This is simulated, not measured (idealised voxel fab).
The process module presented herein is designated voxel capacitor over wiring.
Section shown: cut. Width: 155 nm. Cell size: 5 nm, square.
Format of a cross-section: grid, square cells. Given as bands. Order: top down. Band: one or more rows of cells. This entry defines a band. It first specifies the height of the band's top and the height of its bottom in nm, and then specifies the band's materials from left to right, stating each material with its width in nm. The word "full width" identifies a single material that fills the band from edge to edge, while the word "blank" identifies empty space. Note: height 0 marks the level under which the wafer is uniformly one material as received. Lowest band unbounded below, written "0..down". When a width is written as two numbers, as in "30..40", the first number is the width in the top row of cells of the band and the second is the width in its bottom row, and the width changes by the same amount from each row to the next. A step reported as "nothing got changed" is a step in which no cell of the cross-section changed. "Trapped void list": sealed empty spaces, 8 cells or more, no open way to top, listed width x height at distance, with distance from the left edge and width, height and distance in nm. Past the settings on a step's line: simulator remark, on that step. overlay nm: step with mask; distance mask lay right of planned place; negative value = left of planned place.
**Process steps - plan**
| 1 | RECEIVE, material Si |
| 2 | CONFORMAL_DEP, material SiO2, thk nm 10 |
| 3 | DIRECTIONAL_DEP, material TiN, thk nm 5 |
| 4 | DIRECTIONAL_DEP, material Ru, thk nm 20 |
| 5 | DIRECTIONAL_DEP, material aC, thk nm 10 |
| 6 | PATTERN, tone cover, mask id METAL_1, material resist, width nm 25, pitch nm 95, thk nm 30, overlay nm 0 |
| 7 | DIRECTIONAL_ETCH, etch materials aC, depth nm 10 |
| 8 | STRIP, etch materials resist |
| 9 | DIRECTIONAL_ETCH, etch materials Ru, depth nm 20 |
| 10 | DIRECTIONAL_ETCH, etch materials TiN, depth nm 5 |
| 11 | STRIP, etch materials aC |
| 12 | CONFORMAL_DEP, material SiN, thk nm 5 |
| 13 | FILL_DEP, material lowk, thk nm 5 |
| 14 | CMP, height nm 35 |
| 15 | CONFORMAL_DEP, material SiCN, thk nm 5 |
| 16 | DIRECTIONAL_DEP, material lowk, thk nm 15 |
| 17 | PATTERN, tone open, mask id PLUG_1, material resist, width nm 15, thk nm 15, overlay nm 0 |
| 18 | DIRECTIONAL_ETCH, etch materials lowk, depth nm 15 |
| 19 | DIRECTIONAL_ETCH, etch materials SiCN, depth nm 5 |
| 20 | STRIP, etch materials resist |
| 21 | EPI, material Ru, thk nm 10 |
| 22 | EPI, material Ru, thk nm 10 |
| 23 | DIRECTIONAL_DEP, material TiN, thk nm 5 |
| 24 | DIRECTIONAL_DEP, material Al2O3, thk nm 5 |
| 25 | DIRECTIONAL_DEP, material TiN, thk nm 10 |
| 26 | PATTERN, tone cover, mask id UPPER_PLATE, material resist, width nm 75, thk nm 20, overlay nm 0 |
| 27 | DIRECTIONAL_ETCH, etch materials TiN, depth nm 10 |
| 28 | DIRECTIONAL_ETCH, etch materials Al2O3, depth nm 5 |
| 29 | STRIP, etch materials resist |
| 30 | PATTERN, tone cover, mask id LOWER_PLATE, material resist, width nm 85, thk nm 20, overlay nm 0 |
| 31 | DIRECTIONAL_ETCH, etch materials TiN, depth nm 5 |
| 32 | STRIP, etch materials resist |
| 33 | FILL_DEP, material SiO2, thk nm 15 |
| 34 | CMP, height nm 85 |
| 35 | DIRECTIONAL_DEP, material aC, thk nm 10 |
| 36 | PATTERN, tone open, mask id PLUG_2, material resist, width nm 15, thk nm 25, overlay nm 0 |
| 37 | DIRECTIONAL_ETCH, etch materials aC, depth nm 10 |
| 38 | STRIP, etch materials resist |
| 39 | DIRECTIONAL_ETCH, etch materials SiO2, depth nm 10 |
| 40 | STRIP, etch materials aC |
| 41 | CONFORMAL_DEP, material TiN, thk nm 5 |
| 42 | FILL_DEP, material Ru, thk nm 10 |
| 43 | CMP, height nm 85 |
| 44 | CONFORMAL_DEP, material SiCN, thk nm 5 |
**The first wafer of two, processed as planned**
**Cross-section of the wafer as it came to us, i.e., already through step 1**
    0..down = Si full width
    Trapped void list: none
**Cross-section of the wafer after step 2**
    10..0 = SiO2 full width
    Below 0, the layers are the same as they were.
**Cross-section of the wafer after step 3**
    15..10 = TiN full width
    Below 10, the layers are the same as they were.
**Cross-section of the wafer after step 4**
    35..15 = Ru full width
    Below 15, the layers are the same as they were.
**Cross-section of the wafer after step 5**
    45..35 = aC full width
    Below 35, the layers are the same as they were.
**Cross-section of the wafer after step 6**
    75..45 = blank 15, resist 25, blank 70, resist 25, blank 20
    Below 45, the layers are the same as they were.
**Cross-section of the wafer after step 7**
    65..45 = blank 15, resist 25, blank 70, resist 25, blank 20
    45..35 = blank 15, aC 25, blank 70, aC 25, blank 20
    Below 35, the layers are the same as they were.
**Cross-section of the wafer after step 8**
    45..35 = blank 15, aC 25, blank 70, aC 25, blank 20
    Below 35, the layers are the same as they were.
**Cross-section of the wafer after step 9**
    45..35 = blank 15, aC 25, blank 70, aC 25, blank 20
    35..15 = blank 15, Ru 25, blank 70, Ru 25, blank 20
    Below 15, the layers are the same as they were.
**Cross-section of the wafer after step 10**
    45..35 = blank 15, aC 25, blank 70, aC 25, blank 20
    35..15 = blank 15, Ru 25, blank 70, Ru 25, blank 20
    15..10 = blank 15, TiN 25, blank 70, TiN 25, blank 20
    Below 10, the layers are the same as they were.
**Cross-section of the wafer after step 11**
    35..15 = blank 15, Ru 25, blank 70, Ru 25, blank 20
    Below 15, the layers are the same as they were.
**Cross-section of the wafer after step 12**
    40..35 = blank 10, SiN 35, blank 60, SiN 35, blank 15
    35..15 = blank 10, SiN 5, Ru 25, SiN 5, blank 60, SiN 5, Ru 25, SiN 5, blank 15
    15..10 = SiN 15, TiN 25, SiN 70, TiN 25, SiN 20
    Below 10, the layers are the same as they were.
**Cross-section of the wafer after step 13**
    45..40 = lowk full width
    40..35 = lowk 10, SiN 35, lowk 60, SiN 35, lowk 15
    35..15 = lowk 10, SiN 5, Ru 25, SiN 5, lowk 60, SiN 5, Ru 25, SiN 5, lowk 15
    Below 15, the layers are the same as they were.
**Cross-section of the wafer after step 14**
    35..15 = lowk 10, SiN 5, Ru 25, SiN 5, lowk 60, SiN 5, Ru 25, SiN 5, lowk 15
    Below 15, the layers are the same as they were.
**Cross-section of the wafer after step 15**
    40..35 = SiCN full width
    Below 35, the layers are the same as they were.
**Cross-section of the wafer after step 16**
    55..40 = lowk full width
    Below 40, the layers are the same as they were.
**Cross-section of the wafer after step 17**
    70..55 = resist 25, blank 15, resist 115
    Below 55, the layers are the same as they were.
**Cross-section of the wafer after step 18**
    70..55 = resist 25, blank 15, resist 115
    55..40 = lowk 25, blank 15, lowk 115
    Below 40, the layers are the same as they were.
**Cross-section of the wafer after step 19**
    70..55 = resist 25, blank 15, resist 115
    55..40 = lowk 25, blank 15, lowk 115
    40..35 = SiCN 25, blank 15, SiCN 115
    Below 35, the layers are the same as they were.
**Cross-section of the wafer after step 20**
    55..40 = lowk 25, blank 15, lowk 115
    Below 40, the layers are the same as they were.
**Cross-section of the wafer after step 21**
    55..45 = lowk 25, blank 15, lowk 115
    45..40 = lowk 25, Ru 15, lowk 115
    40..35 = SiCN 25, Ru 15, SiCN 115
    Below 35, the layers are the same as they were.
**Cross-section of the wafer after step 22**
    55..40 = lowk 25, Ru 15, lowk 115
    Below 40, the layers are the same as they were.
**Cross-section of the wafer after step 23**
    60..55 = TiN full width
    Below 55, the layers are the same as they were.
**Cross-section of the wafer after step 24**
    65..60 = Al2O3 full width
    Below 60, the layers are the same as they were.
**Cross-section of the wafer after step 25**
    75..65 = TiN full width
    Below 65, the layers are the same as they were.
**Cross-section of the wafer after step 26**
    95..75 = blank 25, resist 75, blank 55
    Below 75, the layers are the same as they were.
**Cross-section of the wafer after step 27**
    95..75 = blank 25, resist 75, blank 55
    75..65 = blank 25, TiN 75, blank 55
    Below 65, the layers are the same as they were.
**Cross-section of the wafer after step 28**
    95..75 = blank 25, resist 75, blank 55
    75..65 = blank 25, TiN 75, blank 55
    65..60 = blank 25, Al2O3 75, blank 55
    Below 60, the layers are the same as they were.
**Cross-section of the wafer after step 29**
    75..65 = blank 25, TiN 75, blank 55
    Below 65, the layers are the same as they were.
**Cross-section of the wafer after step 30**
    95..75 = blank 20, resist 85, blank 50
    75..65 = blank 20, resist 5, TiN 75, resist 5, blank 50
    65..60 = blank 20, resist 5, Al2O3 75, resist 5, blank 50
    Below 60, the layers are the same as they were.
**Cross-section of the wafer after step 31**
    95..75 = blank 20, resist 85, blank 50
    75..65 = blank 20, resist 5, TiN 75, resist 5, blank 50
    65..60 = blank 20, resist 5, Al2O3 75, resist 5, blank 50
    60..55 = blank 20, TiN 85, blank 50
    Below 55, the layers are the same as they were.
**Cross-section of the wafer after step 32**
    75..65 = blank 25, TiN 75, blank 55
    65..60 = blank 25, Al2O3 75, blank 55
    Below 60, the layers are the same as they were.
**Cross-section of the wafer after step 33**
    90..75 = SiO2 full width
    75..65 = SiO2 25, TiN 75, SiO2 55
    65..60 = SiO2 25, Al2O3 75, SiO2 55
    60..55 = SiO2 20, TiN 85, SiO2 50
    Below 55, the layers are the same as they were.
**Cross-section of the wafer after step 34**
    85..75 = SiO2 full width
    Below 75, the layers are the same as they were.
**Cross-section of the wafer after step 35**
    95..85 = aC full width
    Below 85, the layers are the same as they were.
**Cross-section of the wafer after step 36**
    120..95 = resist 35, blank 15, resist 105
    Below 95, the layers are the same as they were.
**Cross-section of the wafer after step 37**
    110..95 = resist 35, blank 15, resist 105
    95..85 = aC 35, blank 15, aC 105
    Below 85, the layers are the same as they were.
**Cross-section of the wafer after step 38**
    95..85 = aC 35, blank 15, aC 105
    Below 85, the layers are the same as they were.
**Cross-section of the wafer after step 39**
    95..85 = aC 35, blank 15, aC 105
    85..75 = SiO2 35, blank 15, SiO2 105
    Below 75, the layers are the same as they were.
**Cross-section of the wafer after step 40**
    85..75 = SiO2 35, blank 15, SiO2 105
    Below 75, the layers are the same as they were.
**Cross-section of the wafer after step 41**
    90..85 = TiN 40, blank 5, TiN 110
    85..80 = SiO2 35, TiN 5, blank 5, TiN 5, SiO2 105
    80..75 = SiO2 35, TiN 15, SiO2 105
    Below 75, the layers are the same as they were.
**Cross-section of the wafer after step 42**
    100..90 = Ru full width
    90..85 = TiN 40, Ru 5, TiN 110
    85..80 = SiO2 35, TiN 5, Ru 5, TiN 5, SiO2 105
    Below 80, the layers are the same as they were.
**Cross-section of the wafer after step 43**
    85..80 = SiO2 35, TiN 5, Ru 5, TiN 5, SiO2 105
    Below 80, the layers are the same as they were.
**Cross-section of the wafer after step 44**
    90..85 = SiCN full width
    Below 85, the layers are the same as they were.
**Now the other wafer: same start, same recipe, but we messed up one thing when running it. Up to and including step 23 it's the same as the first one**
At the planned end of step 24, the second wafer in cross-section: nothing got changed
**At the planned end of step 25, the second wafer in cross-section**
    70..55 = TiN full width
    Below 55, the layers are the same as they were.
**At the planned end of step 26, the second wafer in cross-section**
    90..70 = blank 25, resist 75, blank 55
    Below 70, the layers are the same as they were.
**At the planned end of step 27, the second wafer in cross-section**
    90..70 = blank 25, resist 75, blank 55
    70..60 = blank 25, TiN 75, blank 55
    Below 60, the layers are the same as they were.
At the planned end of step 28, the second wafer in cross-section: nothing got changed
**At the planned end of step 29, the second wafer in cross-section**
    70..60 = blank 25, TiN 75, blank 55
    Below 60, the layers are the same as they were.
**At the planned end of step 30, the second wafer in cross-section**
    90..70 = blank 20, resist 85, blank 50
    70..60 = blank 20, resist 5, TiN 75, resist 5, blank 50
    Below 60, the layers are the same as they were.
**At the planned end of step 31, the second wafer in cross-section**
    90..70 = blank 20, resist 85, blank 50
    70..60 = blank 20, resist 5, TiN 75, resist 5, blank 50
    60..55 = blank 20, TiN 85, blank 50
    Below 55, the layers are the same as they were.
**At the planned end of step 32, the second wafer in cross-section**
    70..60 = blank 25, TiN 75, blank 55
    Below 60, the layers are the same as they were.
**At the planned end of step 33, the second wafer in cross-section**
    85..70 = SiO2 full width
    70..60 = SiO2 25, TiN 75, SiO2 55
    60..55 = SiO2 20, TiN 85, SiO2 50
    Below 55, the layers are the same as they were.
At the planned end of step 34, the second wafer in cross-section: nothing got changed
**At the planned end of step 35, the second wafer in cross-section**
    95..85 = aC full width
    Below 85, the layers are the same as they were.
**At the planned end of step 36, the second wafer in cross-section**
    120..95 = resist 35, blank 15, resist 105
    Below 95, the layers are the same as they were.
**At the planned end of step 37, the second wafer in cross-section**
    110..95 = resist 35, blank 15, resist 105
    95..85 = aC 35, blank 15, aC 105
    Below 85, the layers are the same as they were.
**At the planned end of step 38, the second wafer in cross-section**
    95..85 = aC 35, blank 15, aC 105
    Below 85, the layers are the same as they were.
**At the planned end of step 39, the second wafer in cross-section**
    95..85 = aC 35, blank 15, aC 105
    85..75 = SiO2 35, blank 15, SiO2 105
    Below 75, the layers are the same as they were.
**At the planned end of step 40, the second wafer in cross-section**
    85..75 = SiO2 35, blank 15, SiO2 105
    Below 75, the layers are the same as they were.
**At the planned end of step 41, the second wafer in cross-section**
    90..85 = TiN 40, blank 5, TiN 110
    85..80 = SiO2 35, TiN 5, blank 5, TiN 5, SiO2 105
    80..75 = SiO2 35, TiN 15, SiO2 105
    Below 75, the layers are the same as they were.
**At the planned end of step 42, the second wafer in cross-section**
    100..90 = Ru full width
    90..85 = TiN 40, Ru 5, TiN 110
    85..80 = SiO2 35, TiN 5, Ru 5, TiN 5, SiO2 105
    Below 80, the layers are the same as they were.
**At the planned end of step 43, the second wafer in cross-section**
    85..80 = SiO2 35, TiN 5, Ru 5, TiN 5, SiO2 105
    Below 80, the layers are the same as they were.
**At the planned end of step 44, the second wafer in cross-section**
    90..85 = SiCN full width
    Below 85, the layers are the same as they were.
What went wrong in running the wafer? execution of step 24 of the plan did not take place, the step having been omitted
In the final state, the cell counts of the second wafer exceed or fall short of those of the first for the following materials: Al2O3 -15 | SiO2 +15
